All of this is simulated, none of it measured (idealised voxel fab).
Title: Process Module voxel ribs on slabs
Displayed cross-section: cut, width of 295 nm, square cells sized 5 nm.
Cross-section, as written here: a square-cell grid given band by band from the top down, where a band holds one or more rows of cells. First you get the band's top height and its bottom height, in nm, and then the materials it's made of, left to right, with each width in nm. If you see a single material with "throughout", that one covers the band edge to edge. "blank" is empty space. For the purposes of this specification, 0 denotes the height below which the wafer in its as-received condition is composed wholly of one material, and the lowermost band, lacking a lower limit, extends downward without end, as expressed in "from 0 down". You'd read "30 to 40" like this: the band's top row of cells is as wide as the first number, its bottom row is as wide as the second, and going down, every row changes width by the same amount as the row before did. "nothing was modified" -> step changed no cross-section cell. "Non-vented voids" contains a list of empty spaces, each no smaller than 8 cells and without an open way to the top, written in the form width x height at distance with the distance from the left edge and all three in nm. It should be noted that, on the line of a given step, the content following the step's settings is a remark produced by the simulator itself with respect to that step. Each step line may optionally specify "overlay nm", which for a step with a mask gives the rightward distance between the mask's planned place and where it lay, a negative value indicating the leftward direction. Pairs, read this way: before one process step on the one hand, after it on the other, the after cross-section ending at the lowest band that changed; the step between, settings included, beneath. Same starting wafer throughout, but possibly different runs of this module, so no pair continues from the pair above unless its entry headed "Preceding state" says so.
Preceding state:
	from 0 down = Si throughout
	Non-vented voids: none
Post-Step Snapshot:
	from 20 to 0 = SiO2 throughout
	Rest of section, below 0: as before.
	Non-vented voids: none
What was done to get from the before section above to the after section? DIRECTIONAL_DEP: material SiO2, thk nm 20
Preceding state: The cross-section prior to this step is the one presented after the step of the pair immediately above.
Post-Step Snapshot:
	from 45 to 20 = polySi throughout
	Rest of section, below 20: as before.
	Non-vented voids: none
What was done to get from the before section above to the after section? DIRECTIONAL_DEP: material polySi, thk nm 25
Preceding state: The cross-section prior to this step is the one presented after the step of the pair immediately above.
Post-Step Snapshot:
	from 55 to 45 = aC throughout
	Rest of section, below 45: as before.
	Non-vented voids: none
What was done to get from the before section above to the after section? DIRECTIONAL_DEP: material aC, thk nm 10
Preceding state: The cross-section prior to this step is the one presented after the step of the pair immediately above.
Post-Step Snapshot:
	from 85 to 55 = blank (140)  resist (15)  blank (140)
	Rest of section, below 55: as before.
	Non-vented voids: none
What was done to get from the before section above to the after section? PATTERN: tone cover, mask id RIB, material resist, width nm 15, thk nm 30, overlay nm 0
Preceding state: The cross-section prior to this step is the one presented after the step of the pair immediately above.
Post-Step Snapshot:
	from 75 to 55 = blank (140)  resist (15)  blank (140)
	from 55 to 45 = blank (140)  aC (15)  blank (140)
	Rest of section, below 45: as before.
	Non-vented voids: none
What was done to get from the before section above to the after section? DIRECTIONAL_ETCH: etch materials aC, depth nm 10
Preceding state: The cross-section prior to this step is the one presented after the step of the pair immediately above.
Post-Step Snapshot:
	from 55 to 45 = blank (140)  aC (15)  blank (140)
	Rest of section, below 45: as before.
	Non-vented voids: none
What was done to get from the before section above to the after section? STRIP: etch materials resist
Preceding state: The cross-section prior to this step is the one presented after the step of the pair immediately above.
Post-Step Snapshot:
	from 55 to 45 = blank (140)  aC (15)  blank (140)
	from 45 to 30 = blank (140)  polySi (15)  blank (140)
	Rest of section, below 30: as before.
	Non-vented voids: none
What was done to get from the before section above to the after section? DIRECTIONAL_ETCH: etch materials polySi, depth nm 15
Preceding state: The cross-section prior to this step is the one presented after the step of the pair immediately above.
Post-Step Snapshot:
	from 45 to 30 = blank (140)  polySi (15)  blank (140)
	Rest of section, below 30: as before.
	Non-vented voids: none
What was done to get from the before section above to the after section? STRIP: etch materials aC
Preceding state: The cross-section prior to this step is the one presented after the step of the pair immediately above.
Post-Step Snapshot:
	from 60 to 45 = blank (140)  aC (15)  blank (140)
	from 45 to 30 = aC (140)  polySi (15)  aC (140)
	Rest of section, below 30: as before.
	Non-vented voids: none
What was done to get from the before section above to the after section? DIRECTIONAL_DEP: material aC, thk nm 15
Preceding state: The cross-section prior to this step is the one presented after the step of the pair immediately above.
Post-Step Snapshot:
	from 95 to 60 = blank (120)  resist (55)  blank (120)
	from 60 to 45 = blank (120)  resist (20)  aC (15)  resist (20)  blank (120)
	Rest of section, below 45: as before.
	Non-vented voids: none
What was done to get from the before section above to the after section? PATTERN: tone cover, mask id SLAB, material resist, width nm 55, thk nm 35, overlay nm 0
Preceding state: The cross-section prior to this step is the one presented after the step of the pair immediately above.
Post-Step Snapshot:
	from 80 to 60 = blank (120)  resist (55)  blank (120)
	from 60 to 45 = blank (120)  resist (20)  aC (15)  resist (20)  blank (120)
	from 45 to 30 = blank (120)  aC (20)  polySi (15)  aC (20)  blank (120)
	Rest of section, below 30: as before.
	Non-vented voids: none
What was done to get from the before section above to the after section? DIRECTIONAL_ETCH: etch materials aC, depth nm 15
Preceding state: The cross-section prior to this step is the one presented after the step of the pair immediately above.
Post-Step Snapshot:
	from 60 to 45 = blank (140)  aC (15)  blank (140)
	Rest of section, below 45: as before.
	Non-vented voids: none
What was done to get from the before section above to the after section? STRIP: etch materials resist
Preceding state: The cross-section prior to this step is the one presented after the step of the pair immediately above.
Post-Step Snapshot:
	from 60 to 45 = blank (140)  aC (15)  blank (140)
	from 45 to 30 = blank (120)  aC (20)  polySi (15)  aC (20)  blank (120)
	from 30 to 20 = blank (120)  polySi (55)  blank (120)
	Rest of section, below 20: as before.
	Non-vented voids: none
What was done to get from the before section above to the after section? DIRECTIONAL_ETCH: etch materials polySi, depth nm 10
Preceding state: The cross-section prior to this step is the one presented after the step of the pair immediately above.
Post-Step Snapshot:
	from 45 to 30 = blank (140)  polySi (15)  blank (140)
	Rest of section, below 30: as before.
	Non-vented voids: none
What was done to get from the before section above to the after section? STRIP: etch materials aC
Preceding state: The cross-section prior to this step is the one presented after the step of the pair immediately above.
Post-Step Snapshot:
	from 60 to 45 = SiO2 throughout
	from 45 to 30 = SiO2 (140)  polySi (15)  SiO2 (140)
	from 30 to 20 = SiO2 (120)  polySi (55)  SiO2 (120)
	Rest of section, below 20: as before.
	Non-vented voids: none
What was done to get from the before section above to the after section? FILL_DEP: material SiO2, thk nm 15
Preceding state: The cross-section prior to this step is the one presented after the step of the pair immediately above.
Post-Step Snapshot:
	from 55 to 45 = SiO2 throughout
	Rest of section, below 45: as before.
	Non-vented voids: none
What was done to get from the before section above to the after section? CMP: height nm 55
Preceding state: The cross-section prior to this step is the one presented after the step of the pair immediately above.
Post-Step Snapshot:
	from 65 to 55 = TiN throughout
	Rest of section, below 55: as before.
	Non-vented voids: none
What was done to get from the before section above to the after section? DIRECTIONAL_DEP: material TiN, thk nm 10
Preceding state: The cross-section prior to this step is the one presented after the step of the pair immediately above.
Post-Step Snapshot:
	from 85 to 65 = blank (135)  resist (25)  blank (135)
	Rest of section, below 65: as before.
	Non-vented voids: none
What was done to get from the before section above to the after section? PATTERN: tone cover, mask id HEATER, material resist, width nm 25, thk nm 20, overlay nm 0
Preceding state: The cross-section prior to this step is the one presented after the step of the pair immediately above.
Post-Step Snapshot:
	from 85 to 65 = blank (135)  resist (25)  blank (135)
	from 65 to 55 = blank (135)  TiN (25)  blank (135)
	Rest of section, below 55: as before.
	Non-vented voids: none
What was done to get from the before section above to the after section? DIRECTIONAL_ETCH: etch materials TiN, depth nm 10
Preceding state: The cross-section prior to this step is the one presented after the step of the pair immediately above.
Post-Step Snapshot:
	from 65 to 55 = blank (135)  TiN (25)  blank (135)
	Rest of section, below 55: as before.
	Non-vented voids: none
What was done to get from the before section above to the after section? STRIP: etch materials resist
Preceding state: The cross-section prior to this step is the one presented after the step of the pair immediately above.
Post-Step Snapshot:
	from 70 to 65 = blank (130)  SiO2 (35)  blank (130)
	from 65 to 60 = blank (130)  SiO2 (5)  TiN (25)  SiO2 (5)  blank (130)
	from 60 to 55 = SiO2 (135)  TiN (25)  SiO2 (135)
	Rest of section, below 55: as before.
	Non-vented voids: none
What was done to get from the before section above to the after section? CONFORMAL_DEP: material SiO2, thk nm 5
Preceding state:
	from 20 to 0 = SiO2 throughout
	from 0 down = Si throughout
	Non-vented voids: none
Post-Step Snapshot:
	from 40 to 0 = SiO2 throughout
	Rest of section, below 0: as before.
	Non-vented voids: none
What was done to get from the before section above to the after section? DIRECTIONAL_DEP: material SiO2, thk nm 20
Preceding state: The cross-section prior to this step is the one presented after the step of the pair immediately above.
Post-Step Snapshot:
	from 65 to 40 = polySi throughout
	Rest of section, below 40: as before.
	Non-vented voids: none
What was done to get from the before section above to the after section? DIRECTIONAL_DEP: material polySi, thk nm 25
Preceding state: The cross-section prior to this step is the one presented after the step of the pair immediately above.
Post-Step Snapshot:
	from 75 to 65 = aC throughout
	Rest of section, below 65: as before.
	Non-vented voids: none
What was done to get from the before section above to the after section? DIRECTIONAL_DEP: material aC, thk nm 10
Preceding state: The cross-section prior to this step is the one presented after the step of the pair immediately above.
Post-Step Snapshot:
	from 105 to 75 = blank (140)  resist (15)  blank (140)
	Rest of section, below 75: as before.
	Non-vented voids: none
What was done to get from the before section above to the after section? PATTERN: tone cover, mask id RIB, material resist, width nm 15, thk nm 30, overlay nm 0
Preceding state: The cross-section prior to this step is the one presented after the step of the pair immediately above.
Post-Step Snapshot:
	from 95 to 75 = blank (140)  resist (15)  blank (140)
	from 75 to 65 = blank (140)  aC (15)  blank (140)
	Rest of section, below 65: as before.
	Non-vented voids: none
What was done to get from the before section above to the after section? DIRECTIONAL_ETCH: etch materials aC, depth nm 10
Preceding state: The cross-section prior to this step is the one presented after the step of the pair immediately above.
Post-Step Snapshot:
	from 75 to 65 = blank (140)  aC (15)  blank (140)
	Rest of section, below 65: as before.
	Non-vented voids: none
What was done to get from the before section above to the after section? STRIP: etch materials resist
Preceding state: The cross-section prior to this step is the one presented after the step of the pair immediately above.
Post-Step Snapshot:
	from 75 to 65 = blank (140)  aC (15)  blank (140)
	from 65 to 50 = blank (140)  polySi (15)  blank (140)
	Rest of section, below 50: as before.
	Non-vented voids: none
What was done to get from the before section above to the after section? DIRECTIONAL_ETCH: etch materials polySi, depth nm 15
Preceding state: The cross-section prior to this step is the one presented after the step of the pair immediately above.
Post-Step Snapshot:
	from 65 to 50 = blank (140)  polySi (15)  blank (140)
	Rest of section, below 50: as before.
	Non-vented voids: none
What was done to get from the before section above to the after section? STRIP: etch materials aC
Preceding state: The cross-section prior to this step is the one presented after the step of the pair immediately above.
Post-Step Snapshot:
	from 80 to 65 = blank (140)  aC (15)  blank (140)
	from 65 to 50 = aC (140)  polySi (15)  aC (140)
	Rest of section, below 50: as before.
	Non-vented voids: none
What was done to get from the before section above to the after section? DIRECTIONAL_DEP: material aC, thk nm 15
Preceding state: The cross-section prior to this step is the one presented after the step of the pair immediately above.
Post-Step Snapshot:
	from 115 to 80 = blank (120)  resist (55)  blank (120)
	from 80 to 65 = blank (120)  resist (20)  aC (15)  resist (20)  blank (120)
	Rest of section, below 65: as before.
	Non-vented voids: none
What was done to get from the before section above to the after section? PATTERN: tone cover, mask id SLAB, material resist, width nm 55, thk nm 35, overlay nm 0
Preceding state: The cross-section prior to this step is the one presented after the step of the pair immediately above.
Post-Step Snapshot:
	from 100 to 80 = blank (120)  resist (55)  blank (120)
	from 80 to 65 = blank (120)  resist (20)  aC (15)  resist (20)  blank (120)
	from 65 to 50 = blank (120)  aC (20)  polySi (15)  aC (20)  blank (120)
	Rest of section, below 50: as before.
	Non-vented voids: none
What was done to get from the before section above to the after section? DIRECTIONAL_ETCH: etch materials aC, depth nm 15
Preceding state: The cross-section prior to this step is the one presented after the step of the pair immediately above.
Post-Step Snapshot:
	from 80 to 65 = blank (140)  aC (15)  blank (140)
	Rest of section, below 65: as before.
	Non-vented voids: none
What was done to get from the before section above to the after section? STRIP: etch materials resist
Preceding state: The cross-section prior to this step is the one presented after the step of the pair immediately above.
Post-Step Snapshot:
	from 80 to 65 = blank (140)  aC (15)  blank (140)
	from 65 to 50 = blank (120)  aC (20)  polySi (15)  aC (20)  blank (120)
	from 50 to 40 = blank (120)  polySi (55)  blank (120)
	Rest of section, below 40: as before.
	Non-vented voids: none
What was done to get from the before section above to the after section? DIRECTIONAL_ETCH: etch materials polySi, depth nm 10
Preceding state: The cross-section prior to this step is the one presented after the step of the pair immediately above.
Post-Step Snapshot:
	from 65 to 50 = blank (140)  polySi (15)  blank (140)
	Rest of section, below 50: as before.
	Non-vented voids: none
What was done to get from the before section above to the after section? STRIP: etch materials aC
Preceding state: The cross-section prior to this step is the one presented after the step of the pair immediately above.
Post-Step Snapshot:
	from 80 to 65 = SiO2 throughout
	from 65 to 50 = SiO2 (140)  polySi (15)  SiO2 (140)
	from 50 to 40 = SiO2 (120)  polySi (55)  SiO2 (120)
	Rest of section, below 40: as before.
	Non-vented voids: none
What was done to get from the before section above to the after section? FILL_DEP: material SiO2, thk nm 15
Preceding state: The cross-section prior to this step is the one presented after the step of the pair immediately above.
Post-Step Snapshot:
	from 55 to 50 = SiO2 (140)  polySi (15)  SiO2 (140)
	Rest of section, below 50: as before.
	Non-vented voids: none
What was done to get from the before section above to the after section? CMP: height nm 55
Preceding state: The cross-section prior to this step is the one presented after the step of the pair immediately above.
Post-Step Snapshot:
	from 65 to 55 = TiN throughout
	Rest of section, below 55: as before.
	Non-vented voids: none
What was done to get from the before section above to the after section? DIRECTIONAL_DEP: material TiN, thk nm 10
Preceding state: The cross-section prior to this step is the one presented after the step of the pair immediately above.
Post-Step Snapshot:
	from 85 to 65 = blank (135)  resist (25)  blank (135)
	Rest of section, below 65: as before.
	Non-vented voids: none
What was done to get from the before section above to the after section? PATTERN: tone cover, mask id HEATER, material resist, width nm 25, thk nm 20, overlay nm 0
Preceding state: The cross-section prior to this step is the one presented after the step of the pair immediately above.
Post-Step Snapshot:
	from 85 to 65 = blank (135)  resist (25)  blank (135)
	from 65 to 55 = blank (135)  TiN (25)  blank (135)
	Rest of section, below 55: as before.
	Non-vented voids: none
What was done to get from the before section above to the after section? DIRECTIONAL_ETCH: etch materials TiN, depth nm 10
Preceding state: The cross-section prior to this step is the one presented after the step of the pair immediately above.
Post-Step Snapshot:
	from 65 to 55 = blank (135)  TiN (25)  blank (135)
	Rest of section, below 55: as before.
	Non-vented voids: none
What was done to get from the before section above to the after section? STRIP: etch materials resist
Preceding state: The cross-section prior to this step is the one presented after the step of the pair immediately above.
Post-Step Snapshot:
	from 70 to 65 = blank (130)  SiO2 (35)  blank (130)
	from 65 to 60 = blank (130)  SiO2 (5)  TiN (25)  SiO2 (5)  blank (130)
	from 60 to 55 = SiO2 (135)  TiN (25)  SiO2 (135)
	Rest of section, below 55: as before.
	Non-vented voids: none
What was done to get from the before section above to the after section? CONFORMAL_DEP: material SiO2, thk nm 5
Preceding state:
	from 0 down = Si throughout
	Non-vented voids: none
Post-Step Snapshot:
	from 25 to 0 = polySi throughout
	Rest of section, below 0: as before.
	Non-vented voids: none
What was done to get from the before section above to the after section? DIRECTIONAL_DEP: material polySi, thk nm 25
Preceding state: The cross-section prior to this step is the one presented after the step of the pair immediately above.
Post-Step Snapshot:
	from 45 to 25 = SiO2 throughout
	Rest of section, below 25: as before.
	Non-vented voids: none
What was done to get from the before section above to the after section? DIRECTIONAL_DEP: material SiO2, thk nm 20
Preceding state: The cross-section prior to this step is the one presented after the step of the pair immediately above.
Post-Step Snapshot:
	from 55 to 45 = aC throughout
	Rest of section, below 45: as before.
	Non-vented voids: none
What was done to get from the before section above to the after section? DIRECTIONAL_DEP: material aC, thk nm 10
Preceding state: The cross-section prior to this step is the one presented after the step of the pair immediately above.
Post-Step Snapshot:
	from 85 to 55 = blank (140)  resist (15)  blank (140)
	Rest of section, below 55: as before.
	Non-vented voids: none
What was done to get from the before section above to the after section? PATTERN: tone cover, mask id RIB, material resist, width nm 15, thk nm 30, overlay nm 0
Preceding state: The cross-section prior to this step is the one presented after the step of the pair immediately above.
Post-Step Snapshot:
	from 75 to 55 = blank (140)  resist (15)  blank (140)
	from 55 to 45 = blank (140)  aC (15)  blank (140)
	Rest of section, below 45: as before.
	Non-vented voids: none
What was done to get from the before section above to the after section? DIRECTIONAL_ETCH: etch materials aC, depth nm 10
Preceding state: The cross-section prior to this step is the one presented after the step of the pair immediately above.
Post-Step Snapshot:
	from 55 to 45 = blank (140)  aC (15)  blank (140)
	Rest of section, below 45: as before.
	Non-vented voids: none
What was done to get from the before section above to the after section? STRIP: etch materials resist
Preceding state: The cross-section prior to this step is the one presented after the step of the pair immediately above.
Post-Step Snapshot:
	from 45 to 25 = SiO2 throughout
	Rest of section, below 25: as before.
	Non-vented voids: none
What was done to get from the before section above to the after section? STRIP: etch materials aC
Preceding state: The cross-section prior to this step is the one presented after the step of the pair immediately above.
Post-Step Snapshot:
	from 60 to 45 = aC throughout
	Rest of section, below 45: as before.
	Non-vented voids: none
What was done to get from the before section above to the after section? DIRECTIONAL_DEP: material aC, thk nm 15
Preceding state: The cross-section prior to this step is the one presented after the step of the pair immediately above.
Post-Step Snapshot:
	from 95 to 60 = blank (120)  resist (55)  blank (120)
	Rest of section, below 60: as before.
	Non-vented voids: none
What was done to get from the before section above to the after section? PATTERN: tone cover, mask id SLAB, material resist, width nm 55, thk nm 35, overlay nm 0
Preceding state: The cross-section prior to this step is the one presented after the step of the pair immediately above.
Post-Step Snapshot:
	from 80 to 60 = blank (120)  resist (55)  blank (120)
	from 60 to 45 = blank (120)  aC (55)  blank (120)
	Rest of section, below 45: as before.
	Non-vented voids: none
What was done to get from the before section above to the after section? DIRECTIONAL_ETCH: etch materials aC, depth nm 15
Preceding state: The cross-section prior to this step is the one presented after the step of the pair immediately above.
Post-Step Snapshot:
	from 60 to 45 = blank (120)  aC (55)  blank (120)
	Rest of section, below 45: as before.
	Non-vented voids: none
What was done to get from the before section above to the after section? STRIP: etch materials resist
Preceding state: The cross-section prior to this step is the one presented after the step of the pair immediately above.
Post-Step Snapshot:
	from 45 to 25 = SiO2 throughout
	Rest of section, below 25: as before.
	Non-vented voids: none
What was done to get from the before section above to the after section? STRIP: etch materials aC
Preceding state: The cross-section prior to this step is the one presented after the step of the pair immediately above.
Post-Step Snapshot:
	from 60 to 25 = SiO2 throughout
	Rest of section, below 25: as before.
	Non-vented voids: none
What was done to get from the before section above to the after section? FILL_DEP: material SiO2, thk nm 15
Preceding state: The cross-section prior to this step is the one presented after the step of the pair immediately above.
Post-Step Snapshot:
	from 55 to 25 = SiO2 throughout
	Rest of section, below 25: as before.
	Non-vented voids: none
What was done to get from the before section above to the after section? CMP: height nm 55
Preceding state: The cross-section prior to this step is the one presented after the step of the pair immediately above.
Post-Step Snapshot:
	from 65 to 55 = TiN throughout
	Rest of section, below 55: as before.
	Non-vented voids: none
What was done to get from the before section above to the after section? DIRECTIONAL_DEP: material TiN, thk nm 10
Preceding state: The cross-section prior to this step is the one presented after the step of the pair immediately above.
Post-Step Snapshot:
	from 85 to 65 = blank (135)  resist (25)  blank (135)
	Rest of section, below 65: as before.
	Non-vented voids: none
What was done to get from the before section above to the after section? PATTERN: tone cover, mask id HEATER, material resist, width nm 25, thk nm 20, overlay nm 0
Preceding state: The cross-section prior to this step is the one presented after the step of the pair immediately above.
Post-Step Snapshot:
	from 85 to 65 = blank (135)  resist (25)  blank (135)
	from 65 to 55 = blank (135)  TiN (25)  blank (135)
	Rest of section, below 55: as before.
	Non-vented voids: none
What was done to get from the before section above to the after section? DIRECTIONAL_ETCH: etch materials TiN, depth nm 10
Preceding state: The cross-section prior to this step is the one presented after the step of the pair immediately above.
Post-Step Snapshot:
	from 65 to 55 = blank (135)  TiN (25)  blank (135)
	Rest of section, below 55: as before.
	Non-vented voids: none
What was done to get from the before section above to the after section? STRIP: etch materials resist
Preceding state: The cross-section prior to this step is the one presented after the step of the pair immediately above.
Post-Step Snapshot:
	from 70 to 65 = blank (130)  SiO2 (35)  blank (130)
	from 65 to 60 = blank (130)  SiO2 (5)  TiN (25)  SiO2 (5)  blank (130)
	from 60 to 55 = SiO2 (135)  TiN (25)  SiO2 (135)
	Rest of section, below 55: as before.
	Non-vented voids: none
What was done to get from the before section above to the after section? CONFORMAL_DEP: material SiO2, thk nm 5
Preceding state:
	from 0 down = Si throughout
	Non-vented voids: none
Post-Step Snapshot:
	from 25 to 0 = SiO2 throughout
	Rest of section, below 0: as before.
	Non-vented voids: none
What was done to get from the before section above to the after section? DIRECTIONAL_DEP: material SiO2, thk nm 25
Preceding state: The cross-section prior to this step is the one presented after the step of the pair immediately above.
Post-Step Snapshot:
	from 50 to 25 = polySi throughout
	Rest of section, below 25: as before.
	Non-vented voids: none
What was done to get from the before section above to the after section? DIRECTIONAL_DEP: material polySi, thk nm 25
Preceding state: The cross-section prior to this step is the one presented after the step of the pair immediately above.
Post-Step Snapshot:
	from 60 to 50 = aC throughout
	Rest of section, below 50: as before.
	Non-vented voids: none
What was done to get from the before section above to the after section? DIRECTIONAL_DEP: material aC, thk nm 10
Preceding state: The cross-section prior to this step is the one presented after the step of the pair immediately above.
Post-Step Snapshot:
	from 90 to 60 = blank (140)  resist (15)  blank (140)
	Rest of section, below 60: as before.
	Non-vented voids: none
What was done to get from the before section above to the after section? PATTERN: tone cover, mask id RIB, material resist, width nm 15, thk nm 30, overlay nm 0
Preceding state: The cross-section prior to this step is the one presented after the step of the pair immediately above.
Post-Step Snapshot:
	from 80 to 60 = blank (140)  resist (15)  blank (140)
	from 60 to 50 = blank (140)  aC (15)  blank (140)
	Rest of section, below 50: as before.
	Non-vented voids: none
What was done to get from the before section above to the after section? DIRECTIONAL_ETCH: etch materials aC, depth nm 10
Preceding state: The cross-section prior to this step is the one presented after the step of the pair immediately above.
Post-Step Snapshot:
	from 60 to 50 = blank (140)  aC (15)  blank (140)
	Rest of section, below 50: as before.
	Non-vented voids: none
What was done to get from the before section above to the after section? STRIP: etch materials resist
Preceding state: The cross-section prior to this step is the one presented after the step of the pair immediately above.
Post-Step Snapshot:
	from 60 to 50 = blank (140)  aC (15)  blank (140)
	from 50 to 35 = blank (140)  polySi (15)  blank (140)
	Rest of section, below 35: as before.
	Non-vented voids: none
What was done to get from the before section above to the after section? DIRECTIONAL_ETCH: etch materials polySi, depth nm 15
Preceding state: The cross-section prior to this step is the one presented after the step of the pair immediately above.
Post-Step Snapshot:
	from 50 to 35 = blank (140)  polySi (15)  blank (140)
	Rest of section, below 35: as before.
	Non-vented voids: none
What was done to get from the before section above to the after section? STRIP: etch materials aC
Preceding state: The cross-section prior to this step is the one presented after the step of the pair immediately above.
Post-Step Snapshot:
	from 65 to 50 = blank (140)  aC (15)  blank (140)
	from 50 to 35 = aC (140)  polySi (15)  aC (140)
	Rest of section, below 35: as before.
	Non-vented voids: none
What was done to get from the before section above to the after section? DIRECTIONAL_DEP: material aC, thk nm 15
Preceding state: The cross-section prior to this step is the one presented after the step of the pair immediately above.
Post-Step Snapshot:
	from 100 to 65 = blank (120)  resist (55)  blank (120)
	from 65 to 50 = blank (120)  resist (20)  aC (15)  resist (20)  blank (120)
	Rest of section, below 50: as before.
	Non-vented voids: none
What was done to get from the before section above to the after section? PATTERN: tone cover, mask id SLAB, material resist, width nm 55, thk nm 35, overlay nm 0
Preceding state: The cross-section prior to this step is the one presented after the step of the pair immediately above.
Post-Step Snapshot:
	from 85 to 65 = blank (120)  resist (55)  blank (120)
	from 65 to 50 = blank (120)  resist (20)  aC (15)  resist (20)  blank (120)
	from 50 to 35 = blank (120)  aC (20)  polySi (15)  aC (20)  blank (120)
	Rest of section, below 35: as before.
	Non-vented voids: none
What was done to get from the before section above to the after section? DIRECTIONAL_ETCH: etch materials aC, depth nm 15
Preceding state: The cross-section prior to this step is the one presented after the step of the pair immediately above.
Post-Step Snapshot:
	from 65 to 50 = blank (140)  aC (15)  blank (140)
	Rest of section, below 50: as before.
	Non-vented voids: none
What was done to get from the before section above to the after section? STRIP: etch materials resist
Preceding state: The cross-section prior to this step is the one presented after the step of the pair immediately above.
Post-Step Snapshot:
	from 65 to 50 = blank (140)  aC (15)  blank (140)
	from 50 to 35 = blank (120)  aC (20)  polySi (15)  aC (20)  blank (120)
	from 35 to 25 = blank (120)  polySi (55)  blank (120)
	Rest of section, below 25: as before.
	Non-vented voids: none
What was done to get from the before section above to the after section? DIRECTIONAL_ETCH: etch materials polySi, depth nm 10
Preceding state: The cross-section prior to this step is the one presented after the step of the pair immediately above.
Post-Step Snapshot:
	from 50 to 35 = blank (140)  polySi (15)  blank (140)
	Rest of section, below 35: as before.
	Non-vented voids: none
What was done to get from the before section above to the after section? STRIP: etch materials aC
Preceding state: The cross-section prior to this step is the one presented after the step of the pair immediately above.
Post-Step Snapshot:
	from 65 to 50 = SiO2 throughout
	from 50 to 35 = SiO2 (140)  polySi (15)  SiO2 (140)
	from 35 to 25 = SiO2 (120)  polySi (55)  SiO2 (120)
	Rest of section, below 25: as before.
	Non-vented voids: none
What was done to get from the before section above to the after section? FILL_DEP: material SiO2, thk nm 15
Preceding state: The cross-section prior to this step is the one presented after the step of the pair immediately above.
Post-Step Snapshot:
	from 55 to 50 = SiO2 throughout
	Rest of section, below 50: as before.
	Non-vented voids: none
What was done to get from the before section above to the after section? CMP: height nm 55
Preceding state: The cross-section prior to this step is the one presented after the step of the pair immediately above.
Post-Step Snapshot:
	from 65 to 55 = TiN throughout
	Rest of section, below 55: as before.
	Non-vented voids: none
What was done to get from the before section above to the after section? DIRECTIONAL_DEP: material TiN, thk nm 10
Preceding state: The cross-section prior to this step is the one presented after the step of the pair immediately above.
Post-Step Snapshot:
	from 85 to 65 = blank (135)  resist (25)  blank (135)
	Rest of section, below 65: as before.
	Non-vented voids: none
What was done to get from the before section above to the after section? PATTERN: tone cover, mask id HEATER, material resist, width nm 25, thk nm 20, overlay nm 0
Preceding state: The cross-section prior to this step is the one presented after the step of the pair immediately above.
Post-Step Snapshot:
	from 85 to 65 = blank (135)  resist (25)  blank (135)
	from 65 to 55 = blank (135)  TiN (25)  blank (135)
	Rest of section, below 55: as before.
	Non-vented voids: none
What was done to get from the before section above to the after section? DIRECTIONAL_ETCH: etch materials TiN, depth nm 10
Preceding state: The cross-section prior to this step is the one presented after the step of the pair immediately above.
Post-Step Snapshot:
	from 65 to 55 = blank (135)  TiN (25)  blank (135)
	Rest of section, below 55: as before.
	Non-vented voids: none
What was done to get from the before section above to the after section? STRIP: etch materials resist
Preceding state: The cross-section prior to this step is the one presented after the step of the pair immediately above.
Post-Step Snapshot:
	from 70 to 65 = blank (130)  SiO2 (35)  blank (130)
	from 65 to 60 = blank (130)  SiO2 (5)  TiN (25)  SiO2 (5)  blank (130)
	from 60 to 55 = SiO2 (135)  TiN (25)  SiO2 (135)
	Rest of section, below 55: as before.
	Non-vented voids: none
What was done to get from the before section above to the after section? CONFORMAL_DEP: material SiO2, thk nm 5
Preceding state:
	from 65 to 55 = TiN throughout
	from 55 to 45 = SiO2 throughout
	from 45 to 30 = SiO2 (140)  polySi (15)  SiO2 (140)
	from 30 to 20 = SiO2 (120)  polySi (55)  SiO2 (120)
	from 20 to 0 = SiO2 throughout
	from 0 down = Si throughout
	Non-vented voids: none
Post-Step Snapshot:
	from 85 to 65 = blank (140)  resist (20)  blank (135)
	Rest of section, below 65: as before.
	Non-vented voids: none
What was done to get from the before section above to the after section? PATTERN: tone cover, mask id HEATER, material resist, width nm 20, thk nm 20, overlay nm 0
Preceding state: The cross-section prior to this step is the one presented after the step of the pair immediately above.
Post-Step Snapshot:
	from 85 to 65 = blank (140)  resist (20)  blank (135)
	from 65 to 55 = blank (140)  TiN (20)  blank (135)
	Rest of section, below 55: as before.
	Non-vented voids: none
What was done to get from the before section above to the after section? DIRECTIONAL_ETCH: etch materials TiN, depth nm 10
Preceding state: The cross-section prior to this step is the one presented after the step of the pair immediately above.
Post-Step Snapshot:
	from 65 to 55 = blank (140)  TiN (20)  blank (135)
	Rest of section, below 55: as before.
	Non-vented voids: none
What was done to get from the before section above to the after section? STRIP: etch materials resist
Preceding state: The cross-section prior to this step is the one presented after the step of the pair immediately above.
Post-Step Snapshot:
	from 70 to 65 = blank (135)  SiO2 (30)  blank (130)
	from 65 to 60 = blank (135)  SiO2 (5)  TiN (20)  SiO2 (5)  blank (130)
	from 60 to 55 = SiO2 (140)  TiN (20)  SiO2 (135)
	Rest of section, below 55: as before.
	Non-vented voids: none
What was done to get from the before section above to the after section? CONFORMAL_DEP: material SiO2, thk nm 5
Preceding state:
	from 55 to 45 = aC throughout
	from 45 to 20 = polySi throughout
	from 20 to 0 = SiO2 throughout
	from 0 down = Si throughout
	Non-vented voids: none
Post-Step Snapshot:
	from 85 to 55 = blank (135)  resist (15)  blank (145)
	Rest of section, below 55: as before.
	Non-vented voids: none
What was done to get from the before section above to the after section? PATTERN: tone cover, mask id RIB, material resist, width nm 15, thk nm 30, overlay nm -5
Preceding state: The cross-section prior to this step is the one presented after the step of the pair immediately above.
Post-Step Snapshot:
	from 75 to 55 = blank (135)  resist (15)  blank (145)
	from 55 to 45 = blank (135)  aC (15)  blank (145)
	Rest of section, below 45: as before.
	Non-vented voids: none
What was done to get from the before section above to the after section? DIRECTIONAL_ETCH: etch materials aC, depth nm 10
Preceding state: The cross-section prior to this step is the one presented after the step of the pair immediately above.
Post-Step Snapshot:
	from 55 to 45 = blank (135)  aC (15)  blank (145)
	Rest of section, below 45: as before.
	Non-vented voids: none
What was done to get from the before section above to the after section? STRIP: etch materials resist
Preceding state: The cross-section prior to this step is the one presented after the step of the pair immediately above.
Post-Step Snapshot:
	from 55 to 45 = blank (135)  aC (15)  blank (145)
	from 45 to 30 = blank (135)  polySi (15)  blank (145)
	Rest of section, below 30: as before.
	Non-vented voids: none
What was done to get from the before section above to the after section? DIRECTIONAL_ETCH: etch materials polySi, depth nm 15
Preceding state: The cross-section prior to this step is the one presented after the step of the pair immediately above.
Post-Step Snapshot:
	from 45 to 30 = blank (135)  polySi (15)  blank (145)
	Rest of section, below 30: as before.
	Non-vented voids: none
What was done to get from the before section above to the after section? STRIP: etch materials aC
Preceding state: The cross-section prior to this step is the one presented after the step of the pair immediately above.
Post-Step Snapshot:
	from 60 to 45 = blank (135)  aC (15)  blank (145)
	from 45 to 30 = aC (135)  polySi (15)  aC (145)
	Rest of section, below 30: as before.
	Non-vented voids: none
What was done to get from the before section above to the after section? DIRECTIONAL_DEP: material aC, thk nm 15
